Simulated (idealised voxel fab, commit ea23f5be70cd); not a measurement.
The document below concerns the process module designated voxel self aligned contacts.
Each square cell in cross-section cut measures 5 nm, and the section as a whole is 195 nm wide.
Notation: cross-section as square-cell grid; stated in bands, top first, going down; one or more cell rows per band. It is stipulated that each band's entry specify, in nanometres, the height of the top of the band and then that of its bottom, followed by the materials of the band in left-to-right sequence, each together with its width in nanometres. A single material marked by the word "full width" is understood to fill the band from edge to edge; the word "empty" is understood to denote empty space. Height reference: 0 = level under which incoming wafer is all one material. Lowest band: no bottom, runs on downward, e.g. "top 0, no bottom". So if you see something like "30->40" for the width, read it as the top row of the band sitting at the first number and the bottom row at the second, with every row in between moving by the same amount as the last. "nothing altered" (step): cross-section cells unchanged, all of them. For the entry "Listed closed voids", the listed items are empty spaces with no open way to the top whose size is 8 cells or more; each item follows the pattern width x height at distance, where distance is from the left edge and all three are in nm. That trailing text on a step's line, after the settings, is the simulator's own remark on the step. The setting "overlay nm" may be written on the line of a step. When the step uses a mask, the value reports how far to the right of the planned place the mask lay, and a negative value reports that it lay to the left.
# Process steps - plan
1,RECEIVE [material Si]
2,CONFORMAL_DEP [material SiO2] [thk nm 5]
3,DIRECTIONAL_DEP [material polySi] [thk nm 30]
4,DIRECTIONAL_DEP [material SiN] [thk nm 15]
5,PATTERN [tone cover] [mask id GATE] [material resist] [width nm 30] [pitch nm 65] [thk nm 15] [overlay nm 0]
6,DIRECTIONAL_ETCH [etch materials SiN] [depth nm 15]
7,DIRECTIONAL_ETCH [etch materials polySi] [depth nm 30]
8,STRIP [etch materials resist]
9,CONFORMAL_DEP [material SiN] [thk nm 5]
10,DIRECTIONAL_ETCH [etch materials SiN] [depth nm 5]
11,FILL_DEP [material SiO2] [thk nm 15]
12,CMP [height nm 60]
13,MASKED_ETCH [tone open] [mask id CONTACT] [width nm 45] [pitch nm 65] [etch materials SiO2] [depth nm 60] [overlay nm 0]
14,CONFORMAL_DEP [material TiN] [thk nm 5]
15,FILL_DEP [material Ru] [thk nm 5]
16,CMP [height nm 60]
17,CONFORMAL_DEP [material SiCN] [thk nm 5]
# Wafer as received: cross-section following step 1
top 0, no bottom  Si full width
Listed closed voids: none
# Looking at the first of two wafers in cross-section at end of module - ran to plan
top 65, bottom 60  SiCN full width
top 60, bottom 50  40 SiO2; 5->15 TiN; 35->15 Ru; 5->15 TiN; 20 SiO2; 5->15 TiN; 35->15 Ru; 5->15 TiN; 45 SiO2
top 50, bottom 35  10 SiO2; 40 SiN; 5 TiN; 15 Ru; 5 TiN; 40 SiN; 5 TiN; 15 Ru; 5 TiN; 40 SiN; 15 SiO2
top 35, bottom 5  10 SiO2; 5 SiN; 30 polySi; 5 SiN; 5 TiN; 15 Ru; 5 TiN; 5 SiN; 30 polySi; 5 SiN; 5 TiN; 15 Ru; 5 TiN; 5 SiN; 30 polySi; 5 SiN; 15 SiO2
top 5, bottom 0  50 SiO2; 25 TiN; 40 SiO2; 25 TiN; 55 SiO2
top 0, no bottom  Si full width
Listed closed voids: none
# This cross-section belongs to the second wafer of two at the end of the module; the start and the plan were shared with the first, and the run included one mistake
top 65, bottom 60  SiCN full width
top 60, bottom 55  40 SiO2; 5 TiN; 35 Ru; 5 TiN; 20 SiO2; 5 TiN; 35 Ru; 5 TiN; 45 SiO2
top 55, bottom 50  40 SiO2; 45 TiN; 20 SiO2; 45 TiN; 45 SiO2
top 50, bottom 35  SiCN full width
top 35, bottom 5  polySi full width
top 5, bottom 0  SiO2 full width
top 0, no bottom  Si full width
Listed closed voids: none
Want to know what went wrong? step 4, actual vs plan mismatch, actual run DIRECTIONAL_DEP [material SiCN] [thk nm 15]
Counted in cells at the end, the second wafer holds more or fewer of these materials than the first: Ru -60; SiCN +117; SiN -108; SiO2 -35; TiN -40; polySi +126
